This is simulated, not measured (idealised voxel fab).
process module | voxel double patterning
cross-section cut | 200 nm wide | cells 5 nm
A cross-section is a grid of square cells, given in bands from the top down. A band is one or more rows of cells.
Each band's line starts with the height of the band's top and of its bottom, in nm. Then come its materials from left to right, each with its width in nm. One material with "throughout" fills the band from edge to edge. "air" is empty space.
Height 0 is the level under which the wafer as received is all one material. The lowest band goes on downwards, as in "0 down".
A width such as "30 to 40" changes by the same amount from each row of cells to the next, from the band's top row to its bottom row.
"no change" after a step means that no cell of the cross-section changed.
closed voids: empty space of 8 cells or more with no open way to the top, each as width x height at its distance from the left edge, in nm
after a step's settings: what the simulator itself notes on the step
overlay nm, on a step with a mask: how far to the right of its planned place the mask lay; to the left if negative
plan
1 op RECEIVE | material Si
2 op CONFORMAL_DEP | material SiO2 | thk nm 10
3 op DIRECTIONAL_DEP | material TiN | thk nm 15
4 op DIRECTIONAL_DEP | material SiCN | thk nm 10
5 op DIRECTIONAL_DEP | material aC | thk nm 15
6 op PATTERN | tone open | mask id FIRST | material resist | width nm 15 | pitch nm 50 | thk nm 35 | overlay nm 0
7 op DIRECTIONAL_ETCH | etch materials aC | depth nm 15
8 op STRIP | etch materials resist
9 op DIRECTIONAL_ETCH | etch materials SiCN | depth nm 10
10 op STRIP | etch materials aC
11 op PATTERN | tone open | mask id SECOND | material resist | width nm 15 | pitch nm 50 | thk nm 20 | overlay nm 0
12 op DIRECTIONAL_ETCH | etch materials SiCN | depth nm 10
13 op STRIP | etch materials resist
14 op DIRECTIONAL_ETCH | etch materials TiN | depth nm 15
15 op STRIP | etch materials SiCN
first wafer, as planned
as received, after step 1
  0 down: Si throughout
  closed voids: none
after step 2
  10 to 0: SiO2 throughout
  below 0: unchanged
after step 3
  25 to 10: TiN throughout
  below 10: unchanged
after step 4
  35 to 25: SiCN throughout
  below 25: unchanged
after step 5
  50 to 35: aC throughout
  below 35: unchanged
after step 6
  85 to 50: resist 40 | air 15 | resist 35 | air 15 | resist 35 | air 15 | resist 45
  below 50: unchanged
after step 7
  70 to 50: resist 40 | air 15 | resist 35 | air 15 | resist 35 | air 15 | resist 45
  50 to 35: aC 40 | air 15 | aC 35 | air 15 | aC 35 | air 15 | aC 45
  below 35: unchanged
after step 8
  50 to 35: aC 40 | air 15 | aC 35 | air 15 | aC 35 | air 15 | aC 45
  below 35: unchanged
after step 9
  50 to 35: aC 40 | air 15 | aC 35 | air 15 | aC 35 | air 15 | aC 45
  35 to 25: SiCN 40 | air 15 | SiCN 35 | air 15 | SiCN 35 | air 15 | SiCN 45
  below 25: unchanged
after step 10
  35 to 25: SiCN 40 | air 15 | SiCN 35 | air 15 | SiCN 35 | air 15 | SiCN 45
  below 25: unchanged
after step 11
  55 to 35: resist 65 | air 15 | resist 35 | air 15 | resist 70
  35 to 25: SiCN 40 | resist 15 | SiCN 35 | resist 15 | SiCN 35 | resist 15 | SiCN 45
  below 25: unchanged
after step 12
  55 to 35: resist 65 | air 15 | resist 35 | air 15 | resist 70
  35 to 25: SiCN 40 | resist 15 | SiCN 10 | air 15 | SiCN 10 | resist 15 | SiCN 10 | air 15 | SiCN 10 | resist 15 | SiCN 45
  below 25: unchanged
after step 13
  35 to 25: SiCN 40 | air 15 | SiCN 10 | air 15 | SiCN 10 | air 15 | SiCN 10 | air 15 | SiCN 10 | air 15 | SiCN 45
  below 25: unchanged
after step 14
  35 to 25: SiCN 40 | air 15 | SiCN 10 | air 15 | SiCN 10 | air 15 | SiCN 10 | air 15 | SiCN 10 | air 15 | SiCN 45
  25 to 10: TiN 40 | air 15 | TiN 10 | air 15 | TiN 10 | air 15 | TiN 10 | air 15 | TiN 10 | air 15 | TiN 45
  below 10: unchanged
after step 15
  25 to 10: TiN 40 | air 15 | TiN 10 | air 15 | TiN 10 | air 15 | TiN 10 | air 15 | TiN 10 | air 15 | TiN 45
  below 10: unchanged
second wafer: like start, like plan, one mistake. Through step 5 it matches the first wafer
when step 6 should have ended
  85 to 50: air 40 | resist 15 | air 35 | resist 15 | air 35 | resist 15 | air 45
  below 50: unchanged
when step 7 should have ended
  70 to 50: air 40 | resist 15 | air 35 | resist 15 | air 35 | resist 15 | air 45
  50 to 35: air 40 | aC 15 | air 35 | aC 15 | air 35 | aC 15 | air 45
  below 35: unchanged
when step 8 should have ended
  50 to 35: air 40 | aC 15 | air 35 | aC 15 | air 35 | aC 15 | air 45
  below 35: unchanged
when step 9 should have ended
  50 to 35: air 40 | aC 15 | air 35 | aC 15 | air 35 | aC 15 | air 45
  35 to 25: air 40 | SiCN 15 | air 35 | SiCN 15 | air 35 | SiCN 15 | air 45
  below 25: unchanged
when step 10 should have ended
  35 to 25: air 40 | SiCN 15 | air 35 | SiCN 15 | air 35 | SiCN 15 | air 45
  below 25: unchanged
when step 11 should have ended
  55 to 35: resist 65 | air 15 | resist 35 | air 15 | resist 70
  35 to 25: resist 40 | SiCN 15 | resist 10 | air 15 | resist 10 | SiCN 15 | resist 10 | air 15 | resist 10 | SiCN 15 | resist 45
  below 25: unchanged
when step 12 should have ended: no change
when step 13 should have ended
  35 to 25: air 40 | SiCN 15 | air 35 | SiCN 15 | air 35 | SiCN 15 | air 45
  below 25: unchanged
when step 14 should have ended
  35 to 25: air 40 | SiCN 15 | air 35 | SiCN 15 | air 35 | SiCN 15 | air 45
  25 to 10: air 40 | TiN 15 | air 35 | TiN 15 | air 35 | TiN 15 | air 45
  below 10: unchanged
when step 15 should have ended
  25 to 10: air 40 | TiN 15 | air 35 | TiN 15 | air 35 | TiN 15 | air 45
  below 10: unchanged
what went wrong: step 6 ran as: op PATTERN | tone cover | mask id FIRST | material resist | width nm 15 | pitch nm 50 | thk nm 35 | overlay nm 0
at the end the second wafer has, in cells: 48 fewer of TiN
